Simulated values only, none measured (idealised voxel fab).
process module | voxel self aligned contacts
cross-section cut | 195 nm wide | cells 5 nm
A cross-section is a grid of square cells, given in bands from the top down. A band is one or more rows of cells.
Each band's line starts with the height of the band's top and of its bottom, in nm. Then come its materials from left to right, each with its width in nm. One material with "throughout" fills the band from edge to edge. "air" is empty space.
Height 0 is the level under which the wafer as received is all one material. The lowest band goes on downwards, as in "0 down".
A width such as "30 to 40" changes by the same amount from each row of cells to the next, from the band's top row to its bottom row.
"no change" after a step means that no cell of the cross-section changed.
closed voids: empty space of 8 cells or more with no open way to the top, each as width x height at its distance from the left edge, in nm
after a step's settings: what the simulator itself notes on the step
overlay nm, on a step with a mask: how far to the right of its planned place the mask lay; to the left if negative
plan
1 op RECEIVE | material Si
2 op CONFORMAL_DEP | material SiO2 | thk nm 5
3 op DIRECTIONAL_DEP | material polySi | thk nm 20
4 op DIRECTIONAL_DEP | material SiN | thk nm 15
5 op PATTERN | tone cover | mask id GATE | material resist | width nm 30 | pitch nm 65 | thk nm 15 | overlay nm 0
6 op DIRECTIONAL_ETCH | etch materials SiN | depth nm 15
7 op DIRECTIONAL_ETCH | etch materials polySi | depth nm 20
8 op STRIP | etch materials resist
9 op CONFORMAL_DEP | material SiN | thk nm 5
10 op DIRECTIONAL_ETCH | etch materials SiN | depth nm 5
11 op FILL_DEP | material SiO2 | thk nm 15
12 op CMP | height nm 50
13 op PATTERN | tone open | mask id CONTACT | material resist | width nm 45 | thk nm 20 | overlay nm 0
14 op DIRECTIONAL_ETCH | etch materials SiO2 | depth nm 50
15 op STRIP | etch materials resist
16 op CONFORMAL_DEP | material TiN | thk nm 5
17 op FILL_DEP | material Ru | thk nm 5
18 op CMP | height nm 50
19 op CONFORMAL_DEP | material SiCN | thk nm 5
as received, after step 1
  0 down: Si throughout
  closed voids: none
a wafer at the end: this start, this plan, one mistake
  55 to 50: SiCN throughout
  50 to 40: Ru 70 to 40 | TiN 5 to 35 | SiO2 45 | TiN 5 to 35 | Ru 70 to 40
  40 to 25: Ru 40 | TiN 5 | SiN 40 | SiO2 25 | SiN 40 | TiN 5 | Ru 40
  25 to 5: Ru 40 | TiN 5 | SiN 5 | polySi 30 | SiN 5 | SiO2 25 | SiN 5 | polySi 30 | SiN 5 | TiN 5 | Ru 40
  5 to 0: TiN 45 | SiO2 105 | TiN 45
  0 down: Si throughout
  closed voids: none
what went wrong: step 13 ran as: op PATTERN | tone cover | mask id CONTACT | material resist | width nm 45 | thk nm 20 | overlay nm 0
